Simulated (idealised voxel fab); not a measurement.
Module name: voxel transistor to metal (process module)
Each square cell in cross-section cut measures 5 nm, and the section as a whole is 170 nm wide.
Cross-section layout: square cells on a grid; listed as bands, top to bottom; a band spans one or more cell rows.
Each band's line starts with the height of the band's top and of its bottom, in nm. Then come its materials from left to right, each with its width in nm. One material with "everywhere" fills the band from edge to edge. "blank" is empty space.
Height datum 0, below which the as-received substrate wafer is one material. Lowest band open at the bottom, running downward: "0 down".
You'd read "30 to 40" like this: the band's top row of cells is as wide as the first number, its bottom row is as wide as the second, and going down, every row changes width by the same amount as the row before did.
Key: "no modifications" - step with no changed cell in the cross-section.
Entry "Completely enclosed voids" = empty spaces >= 8 cells with no open way to the top; each as width x height at distance, distance from left edge, all nm.
Text after the settings on a step's line: the simulator's own remark on that step.
A step's line can hold "overlay nm"; with a mask on that step, the setting says how far right of the planned place the mask lay, while a negative setting says it lay to the left.
[Steps planned for the process]
1) RECEIVE | material Si
2) OXIDIZE | depth nm 5
3) CONFORMAL_DEP | material SiN | thk nm 10
4) DIRECTIONAL_DEP | material aC | thk nm 10
5) PATTERN | tone cover | mask id ACTIVE | material resist | width nm 105 | thk nm 25 | overlay nm 0
6) DIRECTIONAL_ETCH | etch materials aC | depth nm 10
7) STRIP | etch materials resist
8) DIRECTIONAL_ETCH | etch materials SiN | depth nm 10
9) DIRECTIONAL_ETCH | etch materials SiO2 | depth nm 5
10) DIRECTIONAL_ETCH | etch materials Si | depth nm 20
11) STRIP | etch materials aC
12) FILL_DEP | material SiO2 | thk nm 10
13) CMP | height nm 10
14) SELECTIVE_ETCH | etch materials SiO2 | depth nm 10
15) STRIP | etch materials SiN
16) SELECTIVE_ETCH | etch materials SiO2 | depth nm 5
17) OXIDIZE | depth nm 5
18) DIRECTIONAL_DEP | material polySi | thk nm 25
19) DIRECTIONAL_DEP | material SiCN | thk nm 10
20) MASKED_ETCH | tone cover | mask id GATE | width nm 15 | etch materials SiCN | depth nm 20 | overlay nm 0
21) MASKED_ETCH | tone cover | mask id GATE | width nm 15 | etch materials polySi | depth nm 35 | overlay nm 0
22) CONFORMAL_DEP | material SiN | thk nm 10
23) DIRECTIONAL_ETCH | etch materials SiN | depth nm 10
24) DIRECTIONAL_ETCH | etch materials SiO2 | depth nm 5
25) DIRECTIONAL_ETCH | etch materials Si | depth nm 10
26) EPI | material pSi | thk nm 10
27) FILL_DEP | material SiO2 | thk nm 5
28) CMP | height nm 30
29) DIRECTIONAL_DEP | material SiO2 | thk nm 10
30) MASKED_ETCH | tone open | mask id CONTACT | width nm 30 | pitch nm 55 | etch materials SiO2 | depth nm 50 | overlay nm 0
31) CONFORMAL_DEP | material TiN | thk nm 5
32) FILL_DEP | material Ru | thk nm 5
33) CMP | height nm 40
34) DIRECTIONAL_DEP | material TiN | thk nm 5
35) DIRECTIONAL_DEP | material W | thk nm 15
36) MASKED_ETCH | tone cover | mask id METAL_1 | width nm 20 | pitch nm 65 | etch materials W | depth nm 15 | overlay nm 0
37) MASKED_ETCH | tone cover | mask id METAL_1 | width nm 20 | pitch nm 65 | etch materials TiN | depth nm 5 | overlay nm 0
38) FILL_DEP | material SiO2 | thk nm 10
39) CMP | height nm 60
40) CONFORMAL_DEP | material SiCN | thk nm 5
[Wafer cross-section on receipt, i.e. after step 1]
	0 down: Si everywhere
	Completely enclosed voids: none
[Cross-sectional view of the first of the two wafers upon completion of the module, processed in accordance with the plan]
	65 to 60: SiCN everywhere
	60 to 45: 40 nm SiO2, 20 nm W, 45 nm SiO2, 20 nm W, 45 nm SiO2
	45 to 40: 40 nm SiO2, 20 nm TiN, 45 nm SiO2, 20 nm TiN, 45 nm SiO2
	40 to 30: 40 nm SiO2, 5 nm TiN, 20 to 15 nm Ru, 5 to 10 nm TiN, 25 nm SiO2, 5 to 10 nm TiN, 20 to 15 nm Ru, 5 nm TiN, 45 nm SiO2
	30 to 20: 40 nm SiO2, 5 nm TiN, 15 nm Ru, 5 nm TiN, 10 nm SiN, 15 nm SiCN, 10 nm SiN, 5 nm TiN, 15 nm Ru, 5 nm TiN, 45 nm SiO2
	20 to 5: 40 nm SiO2, 5 nm TiN, 15 nm Ru, 5 nm TiN, 10 nm SiN, 15 nm polySi, 10 nm SiN, 5 nm TiN, 15 nm Ru, 5 nm TiN, 45 nm SiO2
	5 to 0: 40 nm SiO2, 5 nm TiN, 5 nm Ru, 15 nm TiN, 10 nm SiN, 15 nm polySi, 10 nm SiN, 15 nm TiN, 5 nm Ru, 5 nm TiN, 45 nm SiO2
	0 to -5: 40 nm SiO2, 5 nm TiN, 5 nm Ru, 5 nm TiN, 10 nm pSi, 10 nm SiN, 15 nm polySi, 10 nm SiN, 10 nm pSi, 5 nm TiN, 5 nm Ru, 5 nm TiN, 45 nm SiO2
	-5 to -10: 40 nm SiO2, 15 nm TiN, 10 nm pSi, 35 nm SiO2, 10 nm pSi, 15 nm TiN, 45 nm SiO2
	-10 to -20: 30 nm SiO2, 35 nm pSi, 35 nm Si, 35 nm pSi, 35 nm SiO2
	-20 to -25: 30 nm SiO2, 105 nm Si, 35 nm SiO2
	-25 down: Si everywhere
	Completely enclosed voids: none
[Here is the second of the two wafers cut open at the end of the module - same start, same plan as the first one, but we made one mistake running it]
	65 to 60: SiCN everywhere
	60 to 45: 40 nm SiO2, 20 nm W, 45 nm SiO2, 20 nm W, 45 nm SiO2
	45 to 40: Ru everywhere
	40 to 30: 40 nm SiO2, 5 nm TiN, 20 to 15 nm Ru, 5 to 10 nm TiN, 25 nm SiO2, 5 to 10 nm TiN, 20 to 15 nm Ru, 5 nm TiN, 45 nm SiO2
	30 to 20: 40 nm SiO2, 5 nm TiN, 15 nm Ru, 5 nm TiN, 10 nm SiN, 15 nm SiCN, 10 nm SiN, 5 nm TiN, 15 nm Ru, 5 nm TiN, 45 nm SiO2
	20 to 5: 40 nm SiO2, 5 nm TiN, 15 nm Ru, 5 nm TiN, 10 nm SiN, 15 nm polySi, 10 nm SiN, 5 nm TiN, 15 nm Ru, 5 nm TiN, 45 nm SiO2
	5 to 0: 40 nm SiO2, 5 nm TiN, 5 nm Ru, 15 nm TiN, 10 nm SiN, 15 nm polySi, 10 nm SiN, 15 nm TiN, 5 nm Ru, 5 nm TiN, 45 nm SiO2
	0 to -5: 40 nm SiO2, 5 nm TiN, 5 nm Ru, 5 nm TiN, 10 nm pSi, 10 nm SiN, 15 nm polySi, 10 nm SiN, 10 nm pSi, 5 nm TiN, 5 nm Ru, 5 nm TiN, 45 nm SiO2
	-5 to -10: 40 nm SiO2, 15 nm TiN, 10 nm pSi, 35 nm SiO2, 10 nm pSi, 15 nm TiN, 45 nm SiO2
	-10 to -20: 30 nm SiO2, 35 nm pSi, 35 nm Si, 35 nm pSi, 35 nm SiO2
	-20 to -25: 30 nm SiO2, 105 nm Si, 35 nm SiO2
	-25 down: Si everywhere
	Completely enclosed voids: none
Short version of what went wrong: step 34 deviated from plan and actually ran as DIRECTIONAL_DEP | material Ru | thk nm 5
Wrapping up, a cell-based count of both wafers puts the second over or under the first for these materials: Ru: 34 more, SiO2: 26 fewer, TiN: 8 fewer
